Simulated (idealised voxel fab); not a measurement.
The document below concerns the process module designated voxel tone inversion.
Cross-sectional view cut (width: 200 nm; square cell size: 5 nm).
In what follows, cross-sections appear as grids of square cells, described through bands that run from the top down, where every band is one or more rows of cells. The entry gives the band's vertical extent as a top height and a bottom height in nm, then its horizontal make-up as materials from left to right, each with a width in nm. "empty" stands for empty space; a single material marked "edge to edge" fills the band edge to edge. Height datum 0, below which the as-received substrate wafer is one material. Lowest band open at the bottom, running downward: "0 down". The expression "30..40" gives the width at the extremes of the band, the first number at its top row of cells and the second at its bottom row, with the width changing by equal amounts from each row to the next in between. No cell of the cross-section changed in a step that is given as "no change". Heads up: "Enclosed cavity list" only lists the empty pockets with no open path to the top that are 8 cells or more, and it writes them as width x height at distance, distance from the left edge, in nm. What comes after the settings on a step's line is commentary from the simulator itself on that step. Regarding "overlay nm": on a step with a mask, it is the distance the mask lay to the right of its planned place; a negative value places it to the left.
[Below is the list of planned process steps]
1: RECEIVE [material Si]
2: CONFORMAL_DEP [material SiN] [thk nm 10]
3: DIRECTIONAL_DEP [material polySi] [thk nm 15]
4: PATTERN [tone cover] [mask id POSTS] [material resist] [width nm 15] [pitch nm 35] [thk nm 25] [overlay nm -15]
5: DIRECTIONAL_ETCH [etch materials polySi] [depth nm 15]
6: STRIP [etch materials resist]
7: FILL_DEP [material SiO2] [thk nm 10]
8: CMP [height nm 25]
9: STRIP [etch materials polySi]
10: CONFORMAL_DEP [material TiN] [thk nm 5]
11: FILL_DEP [material Ru] [thk nm 10]
12: CMP [height nm 25]
13: CONFORMAL_DEP [material SiN] [thk nm 5]
For clarity, it should be stated that the wafers under discussion commence in an identical condition and differ with respect to the overlay nm of step 4, the plan indicating the value that the first wafer had.
[The first of several wafers as received, shown in cross-section; this is its state after step 1]
0 down = Si edge to edge
Enclosed cavity list: none
[Each row below is a wafer at the end of the module, listing for every material the number of cells it has gained (+) or lost (-) since it was received, followed by its closed voids]
overlay nm -15; +6 Ru; +120 SiN; +93 SiO2; +21 TiN; Enclosed cavity list: none
overlay nm -10; +6 Ru; +120 SiN; +93 SiO2; +21 TiN; Enclosed cavity list: none
overlay nm -5; +6 Ru; +120 SiN; +93 SiO2; +21 TiN; Enclosed cavity list: none
overlay nm 0; +6 Ru; +120 SiN; +93 SiO2; +21 TiN; Enclosed cavity list: none
overlay nm 5; +6 Ru; +120 SiN; +93 SiO2; +21 TiN; Enclosed cavity list: none
overlay nm 10; +6 Ru; +120 SiN; +93 SiO2; +21 TiN; Enclosed cavity list: none
overlay nm 15; +6 Ru; +120 SiN; +93 SiO2; +21 TiN; Enclosed cavity list: none
